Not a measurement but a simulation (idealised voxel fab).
Name of the process module below: voxel plated lines
cross-section cut | 255 nm wide | cells 5 nm
In this document a cross-section is written as a grid of square cells. It is given as a series of bands, listed from the top down, and a band is one or more rows of cells. Heads up on the band format: heights come first, top then bottom, in nm. After that it's the materials left to right, each with its width in nm. A single material flagged "all across" fills the whole band edge to edge, and "empty" means there's empty space there. It should be noted that heights are counted from 0, beneath which the wafer as supplied is of one material throughout, and that the lowest band possesses no lower boundary but continues downward, as written in "z 0 and below". Think of "30->40" as a width that walks from the first number to the second as you go down the band, top row to bottom row, taking equal-sized steps from row to row. Where a step carries "nothing changed", the cross-section came out of it unchanged, cell for cell. Look at "Trapped cavities" for the closed voids: empty spaces with no open path to the top, sized 8 cells or up. Each is width x height at distance, distance from the left edge, all nm. Step line, after settings: the simulator's comment on this step. The optional step-line setting "overlay nm" applies to steps with a mask and quantifies how far to the right of its planned location the mask lay, a negative value indicating leftward placement.

**Steps in the process plan**
1) RECEIVE,material Si
2) CONFORMAL_DEP,material SiO2,thk nm 15
3) DIRECTIONAL_DEP,material TiN,thk nm 5
4) PATTERN,tone open,mask id LINES,material resist,width nm 20,pitch nm 40,thk nm 40,overlay nm 0
5) EPI,material Ru,thk nm 10
6) EPI,material Ru,thk nm 5
7) EPI,material Ru,thk nm 5
8) STRIP,etch materials resist
9) DIRECTIONAL_ETCH,etch materials TiN,depth nm 5
10) CONFORMAL_DEP,material SiCN,thk nm 10

**So this is the incoming wafer in cross-section - it's already been through step 1**
z 0 and below = Si all across
Trapped cavities: none

**a wafer at the end: this start, this plan, one mistake**
z 50 to 40 = empty 65 / SiCN 120 / empty 70
z 40 to 25 = empty 65 / SiCN 10 / Ru 20 / SiCN 20 / Ru 20 / SiCN 20 / Ru 20 / SiCN 10 / empty 70
z 25 to 20 = SiCN 75 / Ru 20 / SiCN 20 / Ru 20 / SiCN 20 / Ru 20 / SiCN 80
z 20 to 15 = SiCN 75 / TiN 20 / SiCN 20 / TiN 20 / SiCN 20 / TiN 20 / SiCN 80
z 15 to 0 = SiCN all across
z 0 and below = Si all across
Trapped cavities: none
Heads up, the wafer didn't run the way we planned it: note that step 2 departed from the planned setting and was carried out as CONFORMAL_DEP,material SiCN,thk nm 15
